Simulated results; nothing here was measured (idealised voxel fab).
Module name: voxel ribs on slabs (process module)
Xsec cut, 160 nm wide, square cell size 5 nm.
We lay out every cross-section as a grid of square cells and spell it out in bands from the top down, where one band means one or more rows of cells.
Band: top and bottom heights (nm) first, top before bottom; then materials from left to right, widths in nm. "everywhere" marks a sole material filling the band edge to edge. "air" denotes empty space.
Below 0: as-received wafer, all one material; heights counted from there. Lowest band: no bottom, goes on down, written "0 and below".
A width such as "30 to 40" changes by the same amount from each row of cells to the next, from the band's top row to its bottom row.
"remains unaltered" for a step: no cell of the cross-section changed in that step.
The list in "Sealed void inventory" covers empty spaces of 8 cells or more that cannot reach the top through any open way, and it gives each as width x height at distance; the distance is from the left edge, and width, height and distance are in nm.
Heads up: the bit after the settings on a step's line is the simulator's remark on that step.
You can add "overlay nm" to a step's line. For a step with a mask, it describes how far the mask lay to the right of its planned position, and a negative number describes a lay to the left.
[Intended process steps]
| 1 | RECEIVE | material Si |
| 2 | DIRECTIONAL_DEP | material SiO2 | thk nm 30 |
| 3 | DIRECTIONAL_DEP | material SiN | thk nm 25 |
| 4 | PATTERN | tone cover | mask id RIB | material resist | width nm 15 | thk nm 15 | overlay nm 0 |
| 5 | DIRECTIONAL_ETCH | etch materials SiN | depth nm 10 |
| 6 | STRIP | etch materials resist |
| 7 | PATTERN | tone cover | mask id SLAB | material resist | width nm 55 | thk nm 20 | overlay nm 0 |
| 8 | DIRECTIONAL_ETCH | etch materials SiN | depth nm 15 |
| 9 | STRIP | etch materials resist |
| 10 | FILL_DEP | material SiO2 | thk nm 25 |
| 11 | CMP | height nm 70 |
| 12 | DIRECTIONAL_DEP | material TiN | thk nm 10 |
| 13 | MASKED_ETCH | tone cover | mask id HEATER | width nm 25 | etch materials TiN | depth nm 10 | overlay nm 0 |
| 14 | CONFORMAL_DEP | material SiN | thk nm 10 |
[Account of the first of two wafers, which was processed as intended]
[Incoming wafer in cross-section (state: after step 1)]
> 0 and below  Si everywhere
> Sealed void inventory: none
[Wafer after step 2 (cross-section)]
> 30 down to 0  SiO2 everywhere
> Whatever lies below 0 is exactly as it was before.
[Wafer after step 3 (cross-section)]
> 55 down to 30  SiN everywhere
> Whatever lies below 30 is exactly as it was before.
[Wafer after step 4 (cross-section)]
> 70 down to 55  air 70 nm | resist 15 nm | air 75 nm
> Whatever lies below 55 is exactly as it was before.
[Wafer after step 5 (cross-section)]
> 70 down to 55  air 70 nm | resist 15 nm | air 75 nm
> 55 down to 45  air 70 nm | SiN 15 nm | air 75 nm
> Whatever lies below 45 is exactly as it was before.
[Wafer after step 6 (cross-section)]
> 55 down to 45  air 70 nm | SiN 15 nm | air 75 nm
> Whatever lies below 45 is exactly as it was before.
[Wafer after step 7 (cross-section)]
> 75 down to 55  air 50 nm | resist 55 nm | air 55 nm
> 55 down to 45  air 50 nm | resist 20 nm | SiN 15 nm | resist 20 nm | air 55 nm
> Whatever lies below 45 is exactly as it was before.
[Wafer after step 8 (cross-section)]
> 75 down to 55  air 50 nm | resist 55 nm | air 55 nm
> 55 down to 45  air 50 nm | resist 20 nm | SiN 15 nm | resist 20 nm | air 55 nm
> 45 down to 30  air 50 nm | SiN 55 nm | air 55 nm
> Whatever lies below 30 is exactly as it was before.
[Wafer after step 9 (cross-section)]
> 55 down to 45  air 70 nm | SiN 15 nm | air 75 nm
> Whatever lies below 45 is exactly as it was before.
[Wafer after step 10 (cross-section)]
> 80 down to 55  SiO2 everywhere
> 55 down to 45  SiO2 70 nm | SiN 15 nm | SiO2 75 nm
> 45 down to 30  SiO2 50 nm | SiN 55 nm | SiO2 55 nm
> Whatever lies below 30 is exactly as it was before.
[Wafer after step 11 (cross-section)]
> 70 down to 55  SiO2 everywhere
> Whatever lies below 55 is exactly as it was before.
[Wafer after step 12 (cross-section)]
> 80 down to 70  TiN everywhere
> Whatever lies below 70 is exactly as it was before.
[Wafer after step 13 (cross-section)]
> 80 down to 70  air 65 nm | TiN 25 nm | air 70 nm
> Whatever lies below 70 is exactly as it was before.
[Wafer after step 14 (cross-section)]
> 90 down to 80  air 55 nm | SiN 45 nm | air 60 nm
> 80 down to 70  SiN 65 nm | TiN 25 nm | SiN 70 nm
> Whatever lies below 70 is exactly as it was before.
[Wafer two. Identical start, identical plan. One mistake in execution. Identical history through step 3]
[Second wafer, cut view, end of step 4 per plan]
> 70 down to 55  resist 70 nm | air 15 nm | resist 75 nm
> Whatever lies below 55 is exactly as it was before.
[Second wafer, cut view, end of step 5 per plan]
> 70 down to 55  resist 70 nm | air 15 nm | resist 75 nm
> 55 down to 45  SiN 70 nm | air 15 nm | SiN 75 nm
> Whatever lies below 45 is exactly as it was before.
[Second wafer, cut view, end of step 6 per plan]
> 55 down to 45  SiN 70 nm | air 15 nm | SiN 75 nm
> Whatever lies below 45 is exactly as it was before.
[Second wafer, cut view, end of step 7 per plan]
> 75 down to 55  air 50 nm | resist 55 nm | air 55 nm
> 55 down to 45  SiN 70 nm | resist 15 nm | SiN 75 nm
> Whatever lies below 45 is exactly as it was before.
[Second wafer, cut view, end of step 8 per plan]
> 75 down to 55  air 50 nm | resist 55 nm | air 55 nm
> 55 down to 45  air 50 nm | SiN 20 nm | resist 15 nm | SiN 20 nm | air 55 nm
> 45 down to 40  air 50 nm | SiN 55 nm | air 55 nm
> Whatever lies below 40 is exactly as it was before.
[Second wafer, cut view, end of step 9 per plan]
> 55 down to 45  air 50 nm | SiN 20 nm | air 15 nm | SiN 20 nm | air 55 nm
> Whatever lies below 45 is exactly as it was before.
[Second wafer, cut view, end of step 10 per plan]
> 80 down to 55  SiO2 everywhere
> 55 down to 45  SiO2 50 nm | SiN 20 nm | SiO2 15 nm | SiN 20 nm | SiO2 55 nm
> 45 down to 40  SiO2 50 nm | SiN 55 nm | SiO2 55 nm
> Whatever lies below 40 is exactly as it was before.
[Second wafer, cut view, end of step 11 per plan]
> 70 down to 55  SiO2 everywhere
> Whatever lies below 55 is exactly as it was before.
[Second wafer, cut view, end of step 12 per plan]
> 80 down to 70  TiN everywhere
> Whatever lies below 70 is exactly as it was before.
[Second wafer, cut view, end of step 13 per plan]
> 80 down to 70  air 65 nm | TiN 25 nm | air 70 nm
> Whatever lies below 70 is exactly as it was before.
[Second wafer, cut view, end of step 14 per plan]
> 90 down to 80  air 55 nm | SiN 45 nm | air 60 nm
> 80 down to 70  SiN 65 nm | TiN 25 nm | SiN 70 nm
> Whatever lies below 70 is exactly as it was before.
Deviation from plan: the process deviated at step 4: the operation and settings actually run there were PATTERN | tone open | mask id RIB | material resist | width nm 15 | thk nm 15 | overlay nm 0
Count the cells at the end and the second wafer has more or fewer of some materials than the first: SiN +52; SiO2 -52
